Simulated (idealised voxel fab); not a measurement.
process module | voxel capacitor over wiring
cross-section cut | 230 nm wide | cells 5 nm
A cross-section is a grid of square cells, given in bands from the top down. A band is one or more rows of cells.
Each band's line starts with the height of the band's top and of its bottom, in nm. Then come its materials from left to right, each with its width in nm. One material with "throughout" fills the band from edge to edge. "air" is empty space.
Height 0 is the level under which the wafer as received is all one material. The lowest band goes on downwards, as in "0 down".
A width such as "30 to 40" changes by the same amount from each row of cells to the next, from the band's top row to its bottom row.
"no change" after a step means that no cell of the cross-section changed.
closed voids: empty space of 8 cells or more with no open way to the top, each as width x height at its distance from the left edge, in nm
after a step's settings: what the simulator itself notes on the step
overlay nm, on a step with a mask: how far to the right of its planned place the mask lay; to the left if negative
plan
1 op RECEIVE | material Si
2 op CONFORMAL_DEP | material SiO2 | thk nm 15
3 op CONFORMAL_DEP | material SiN | thk nm 5
4 op DIRECTIONAL_DEP | material SiO2 | thk nm 15
5 op MASKED_ETCH | tone open | mask id METAL_1 | width nm 20 | pitch nm 90 | etch materials SiO2 | depth nm 15 | overlay nm 0
6 op MASKED_ETCH | tone open | mask id METAL_1 | width nm 20 | pitch nm 90 | etch materials SiN | depth nm 5 | overlay nm 0
7 op CONFORMAL_DEP | material TiN | thk nm 5
8 op FILL_DEP | material Cu | thk nm 5
9 op CMP | height nm 35
10 op CONFORMAL_DEP | material SiCN | thk nm 5
11 op DIRECTIONAL_DEP | material SiO2 | thk nm 15
12 op MASKED_ETCH | tone open | mask id PLUG_1 | width nm 15 | etch materials SiO2 | depth nm 15 | overlay nm 0
13 op MASKED_ETCH | tone open | mask id PLUG_1 | width nm 15 | etch materials SiCN | depth nm 5 | overlay nm 0
14 op CONFORMAL_DEP | material TiN | thk nm 5
15 op FILL_DEP | material Ru | thk nm 5
16 op CMP | height nm 55
17 op DIRECTIONAL_DEP | material TiN | thk nm 10
18 op DIRECTIONAL_DEP | material HfO2 | thk nm 5
19 op DIRECTIONAL_DEP | material TiN | thk nm 10
20 op MASKED_ETCH | tone cover | mask id UPPER_PLATE | width nm 75 | etch materials TiN | depth nm 10 | overlay nm 0
21 op MASKED_ETCH | tone cover | mask id UPPER_PLATE | width nm 75 | etch materials HfO2 | depth nm 5 | overlay nm 0
22 op MASKED_ETCH | tone cover | mask id LOWER_PLATE | width nm 85 | etch materials TiN | depth nm 10 | overlay nm 0
23 op FILL_DEP | material SiO2 | thk nm 20
24 op CMP | height nm 95
25 op PATTERN | tone open | mask id PLUG_2 | material resist | width nm 15 | thk nm 15 | overlay nm 0
26 op DIRECTIONAL_ETCH | etch materials SiO2 | depth nm 15
27 op STRIP | etch materials resist
28 op CONFORMAL_DEP | material TiN | thk nm 5
29 op FILL_DEP | material W | thk nm 5
30 op CMP | height nm 95
31 op CONFORMAL_DEP | material SiN | thk nm 5
as received, after step 1
  0 down: Si throughout
  closed voids: none
a wafer at the end: this start, this plan, one mistake
  100 to 95: SiN throughout
  95 to 85: SiO2 75 | TiN 5 | W 5 | TiN 5 | SiO2 140
  85 to 80: SiO2 75 | TiN 15 | SiO2 140
  80 to 75: SiO2 throughout
  75 to 65: SiO2 65 | TiN 75 | SiO2 90
  65 to 55: SiO2 60 | TiN 85 | SiO2 85
  55 to 40: SiO2 65 | TiN 5 | Ru 5 | TiN 5 | SiO2 150
  40 to 35: SiCN 65 | TiN 15 | SiCN 150
  35 to 20: SiO2 60 | TiN 5 | Cu 10 | TiN 5 | SiO2 70 | TiN 5 | Cu 10 | TiN 5 | SiO2 60
  20 to 15: SiN 60 | TiN 20 | SiN 70 | TiN 20 | SiN 60
  15 to 0: SiO2 throughout
  0 down: Si throughout
  closed voids: none
what went wrong: step 18 was left out
